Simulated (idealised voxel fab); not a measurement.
process module | voxel capacitor over wiring
cross-section cut | 250 nm wide | cells 5 nm
A cross-section is a grid of square cells, given in bands from the top down. A band is one or more rows of cells.
Each band's line starts with the height of the band's top and of its bottom, in nm. Then come its materials from left to right, each with its width in nm. One material with "throughout" fills the band from edge to edge. "air" is empty space.
Height 0 is the level under which the wafer as received is all one material. The lowest band goes on downwards, as in "0 down".
A width such as "30 to 40" changes by the same amount from each row of cells to the next, from the band's top row to its bottom row.
"no change" after a step means that no cell of the cross-section changed.
closed voids: empty space of 8 cells or more with no open way to the top, each as width x height at its distance from the left edge, in nm
after a step's settings: what the simulator itself notes on the step
overlay nm, on a step with a mask: how far to the right of its planned place the mask lay; to the left if negative
plan
1 op RECEIVE | material Si
2 op CONFORMAL_DEP | material SiO2 | thk nm 15
3 op CONFORMAL_DEP | material SiN | thk nm 5
4 op DIRECTIONAL_DEP | material SiO2 | thk nm 15
5 op PATTERN | tone open | mask id METAL_1 | material resist | width nm 25 | pitch nm 95 | thk nm 15 | overlay nm 0
6 op DIRECTIONAL_ETCH | etch materials SiO2 | depth nm 15
7 op DIRECTIONAL_ETCH | etch materials SiN | depth nm 5
8 op STRIP | etch materials resist
9 op CONFORMAL_DEP | material TiN | thk nm 5
10 op FILL_DEP | material W | thk nm 10
11 op CMP | height nm 35
12 op EPI | material Ru | thk nm 5
13 op FILL_DEP | material SiCN | thk nm 5
14 op DIRECTIONAL_DEP | material SiO2 | thk nm 20
15 op MASKED_ETCH | tone open | mask id PLUG_1 | width nm 15 | etch materials SiO2 | depth nm 20 | overlay nm 0
16 op MASKED_ETCH | tone open | mask id PLUG_1 | width nm 15 | etch materials SiCN | depth nm 5 | overlay nm 0
17 op CONFORMAL_DEP | material TiN | thk nm 5
18 op FILL_DEP | material Cu | thk nm 5
19 op CMP | height nm 65
20 op DIRECTIONAL_DEP | material TiN | thk nm 10
21 op DIRECTIONAL_DEP | material HfO2 | thk nm 5
22 op DIRECTIONAL_DEP | material TiN | thk nm 10
23 op DIRECTIONAL_DEP | material aC | thk nm 10
24 op PATTERN | tone cover | mask id UPPER_PLATE | material resist | width nm 75 | thk nm 25 | overlay nm 0
25 op DIRECTIONAL_ETCH | etch materials aC | depth nm 10
26 op STRIP | etch materials resist
27 op DIRECTIONAL_ETCH | etch materials TiN | depth nm 10
28 op DIRECTIONAL_ETCH | etch materials HfO2 | depth nm 5
29 op STRIP | etch materials aC
30 op DIRECTIONAL_DEP | material aC | thk nm 10
31 op PATTERN | tone cover | mask id LOWER_PLATE | material resist | width nm 85 | thk nm 30 | overlay nm 0
32 op DIRECTIONAL_ETCH | etch materials aC | depth nm 10
33 op STRIP | etch materials resist
34 op DIRECTIONAL_ETCH | etch materials TiN | depth nm 10
35 op STRIP | etch materials aC
36 op FILL_DEP | material SiO2 | thk nm 15
37 op CMP | height nm 100
38 op DIRECTIONAL_DEP | material aC | thk nm 10
39 op PATTERN | tone open | mask id PLUG_2 | material resist | width nm 15 | thk nm 30 | overlay nm 0
40 op DIRECTIONAL_ETCH | etch materials aC | depth nm 10
41 op STRIP | etch materials resist
42 op DIRECTIONAL_ETCH | etch materials SiO2 | depth nm 10
43 op STRIP | etch materials aC
44 op CONFORMAL_DEP | material TiN | thk nm 5
45 op FILL_DEP | material Ru | thk nm 5
46 op CMP | height nm 100
47 op CONFORMAL_DEP | material SiN | thk nm 5
first wafer, as planned
as received, after step 1
  0 down: Si throughout
  closed voids: none
after step 2
  15 to 0: SiO2 throughout
  below 0: unchanged
after step 3
  20 to 15: SiN throughout
  below 15: unchanged
after step 4
  35 to 20: SiO2 throughout
  below 20: unchanged
after step 5
  50 to 35: resist 65 | air 25 | resist 70 | air 25 | resist 65
  below 35: unchanged
after step 6
  50 to 35: resist 65 | air 25 | resist 70 | air 25 | resist 65
  35 to 20: SiO2 65 | air 25 | SiO2 70 | air 25 | SiO2 65
  below 20: unchanged
after step 7
  50 to 35: resist 65 | air 25 | resist 70 | air 25 | resist 65
  35 to 20: SiO2 65 | air 25 | SiO2 70 | air 25 | SiO2 65
  20 to 15: SiN 65 | air 25 | SiN 70 | air 25 | SiN 65
  below 15: unchanged
after step 8
  35 to 20: SiO2 65 | air 25 | SiO2 70 | air 25 | SiO2 65
  below 20: unchanged
after step 9
  40 to 35: TiN 70 | air 15 | TiN 80 | air 15 | TiN 70
  35 to 20: SiO2 65 | TiN 5 | air 15 | TiN 5 | SiO2 70 | TiN 5 | air 15 | TiN 5 | SiO2 65
  20 to 15: SiN 65 | TiN 25 | SiN 70 | TiN 25 | SiN 65
  below 15: unchanged
after step 10
  50 to 40: W throughout
  40 to 35: TiN 70 | W 15 | TiN 80 | W 15 | TiN 70
  35 to 20: SiO2 65 | TiN 5 | W 15 | TiN 5 | SiO2 70 | TiN 5 | W 15 | TiN 5 | SiO2 65
  below 20: unchanged
after step 11
  35 to 20: SiO2 65 | TiN 5 | W 15 | TiN 5 | SiO2 70 | TiN 5 | W 15 | TiN 5 | SiO2 65
  below 20: unchanged
after step 12
  40 to 35: air 60 | Ru 35 | air 60 | Ru 35 | air 60
  below 35: unchanged
after step 13
  45 to 40: SiCN throughout
  40 to 35: SiCN 60 | Ru 35 | SiCN 60 | Ru 35 | SiCN 60
  below 35: unchanged
after step 14
  65 to 45: SiO2 throughout
  below 45: unchanged
after step 15
  65 to 45: SiO2 75 | air 15 | SiO2 160
  below 45: unchanged
after step 16
  65 to 45: SiO2 75 | air 15 | SiO2 160
  45 to 40: SiCN 75 | air 15 | SiCN 160
  below 40: unchanged
after step 17
  70 to 65: TiN 80 | air 5 | TiN 165
  65 to 45: SiO2 75 | TiN 5 | air 5 | TiN 5 | SiO2 160
  45 to 40: SiCN 75 | TiN 15 | SiCN 160
  below 40: unchanged
after step 18
  75 to 70: Cu throughout
  70 to 65: TiN 80 | Cu 5 | TiN 165
  65 to 45: SiO2 75 | TiN 5 | Cu 5 | TiN 5 | SiO2 160
  below 45: unchanged
after step 19
  65 to 45: SiO2 75 | TiN 5 | Cu 5 | TiN 5 | SiO2 160
  below 45: unchanged
after step 20
  75 to 65: TiN throughout
  below 65: unchanged
after step 21
  80 to 75: HfO2 throughout
  below 75: unchanged
after step 22
  90 to 80: TiN throughout
  below 80: unchanged
after step 23
  100 to 90: aC throughout
  below 90: unchanged
after step 24
  125 to 100: air 75 | resist 75 | air 100
  below 100: unchanged
after step 25
  115 to 100: air 75 | resist 75 | air 100
  100 to 90: air 75 | aC 75 | air 100
  below 90: unchanged
after step 26
  100 to 90: air 75 | aC 75 | air 100
  below 90: unchanged
after step 27
  100 to 90: air 75 | aC 75 | air 100
  90 to 80: air 75 | TiN 75 | air 100
  below 80: unchanged
after step 28
  100 to 90: air 75 | aC 75 | air 100
  90 to 80: air 75 | TiN 75 | air 100
  80 to 75: air 75 | HfO2 75 | air 100
  below 75: unchanged
after step 29
  90 to 80: air 75 | TiN 75 | air 100
  below 80: unchanged
after step 30
  100 to 90: air 75 | aC 75 | air 100
  90 to 85: air 75 | TiN 75 | air 100
  85 to 80: aC 75 | TiN 75 | aC 100
  80 to 75: aC 75 | HfO2 75 | aC 100
  below 75: unchanged
after step 31
  130 to 100: air 70 | resist 85 | air 95
  100 to 90: air 70 | resist 5 | aC 75 | resist 5 | air 95
  90 to 85: air 70 | resist 5 | TiN 75 | resist 5 | air 95
  below 85: unchanged
after step 32
  120 to 100: air 70 | resist 85 | air 95
  100 to 90: air 70 | resist 5 | aC 75 | resist 5 | air 95
  90 to 85: air 70 | resist 5 | TiN 75 | resist 5 | air 95
  85 to 80: air 70 | aC 5 | TiN 75 | aC 5 | air 95
  80 to 75: air 70 | aC 5 | HfO2 75 | aC 5 | air 95
  below 75: unchanged
after step 33
  100 to 90: air 75 | aC 75 | air 100
  90 to 85: air 75 | TiN 75 | air 100
  below 85: unchanged
after step 34
  100 to 90: air 75 | aC 75 | air 100
  90 to 85: air 75 | TiN 75 | air 100
  85 to 80: air 70 | aC 5 | TiN 75 | aC 5 | air 95
  80 to 75: air 70 | aC 5 | HfO2 75 | aC 5 | air 95
  75 to 65: air 70 | TiN 85 | air 95
  below 65: unchanged
after step 35
  90 to 80: air 75 | TiN 75 | air 100
  80 to 75: air 75 | HfO2 75 | air 100
  below 75: unchanged
after step 36
  105 to 90: SiO2 throughout
  90 to 80: SiO2 75 | TiN 75 | SiO2 100
  80 to 75: SiO2 75 | HfO2 75 | SiO2 100
  75 to 65: SiO2 70 | TiN 85 | SiO2 95
  below 65: unchanged
after step 37
  100 to 90: SiO2 throughout
  below 90: unchanged
after step 38
  110 to 100: aC throughout
  below 100: unchanged
after step 39
  140 to 110: resist 85 | air 15 | resist 150
  below 110: unchanged
after step 40
  130 to 110: resist 85 | air 15 | resist 150
  110 to 100: aC 85 | air 15 | aC 150
  below 100: unchanged
after step 41
  110 to 100: aC 85 | air 15 | aC 150
  below 100: unchanged
after step 42
  110 to 100: aC 85 | air 15 | aC 150
  100 to 90: SiO2 85 | air 15 | SiO2 150
  below 90: unchanged
after step 43
  100 to 90: SiO2 85 | air 15 | SiO2 150
  below 90: unchanged
after step 44
  105 to 100: TiN 90 | air 5 | TiN 155
  100 to 95: SiO2 85 | TiN 5 | air 5 | TiN 5 | SiO2 150
  95 to 90: SiO2 85 | TiN 15 | SiO2 150
  below 90: unchanged
after step 45
  110 to 105: Ru throughout
  105 to 100: TiN 90 | Ru 5 | TiN 155
  100 to 95: SiO2 85 | TiN 5 | Ru 5 | TiN 5 | SiO2 150
  below 95: unchanged
after step 46
  100 to 95: SiO2 85 | TiN 5 | Ru 5 | TiN 5 | SiO2 150
  below 95: unchanged
after step 47
  105 to 100: SiN throughout
  below 100: unchanged
second wafer: like start, like plan, one mistake. Through step 38 it matches the first wafer
when step 39 should have ended
  140 to 110: air 85 | resist 15 | air 150
  below 110: unchanged
when step 40 should have ended
  130 to 110: air 85 | resist 15 | air 150
  110 to 100: air 85 | aC 15 | air 150
  below 100: unchanged
when step 41 should have ended
  110 to 100: air 85 | aC 15 | air 150
  below 100: unchanged
when step 42 should have ended
  110 to 100: air 85 | aC 15 | air 150
  100 to 90: air 85 | SiO2 15 | air 150
  below 90: unchanged
when step 43 should have ended
  100 to 90: air 85 | SiO2 15 | air 150
  below 90: unchanged
when step 44 should have ended
  105 to 100: air 80 | TiN 25 | air 145
  100 to 95: air 80 | TiN 5 | SiO2 15 | TiN 5 | air 145
  95 to 90: TiN 85 | SiO2 15 | TiN 150
  below 90: unchanged
when step 45 should have ended
  110 to 105: Ru throughout
  105 to 100: Ru 80 | TiN 25 | Ru 145
  100 to 95: Ru 80 | TiN 5 | SiO2 15 | TiN 5 | Ru 145
  below 95: unchanged
when step 46 should have ended
  100 to 95: Ru 80 | TiN 5 | SiO2 15 | TiN 5 | Ru 145
  below 95: unchanged
when step 47 should have ended
  105 to 100: SiN throughout
  below 100: unchanged
what went wrong: step 39 ran as: op PATTERN | tone cover | mask id PLUG_2 | material resist | width nm 15 | thk nm 30 | overlay nm 0
at the end the second wafer has, in cells: 44 more of Ru | 88 fewer of SiO2 | 44 more of TiN
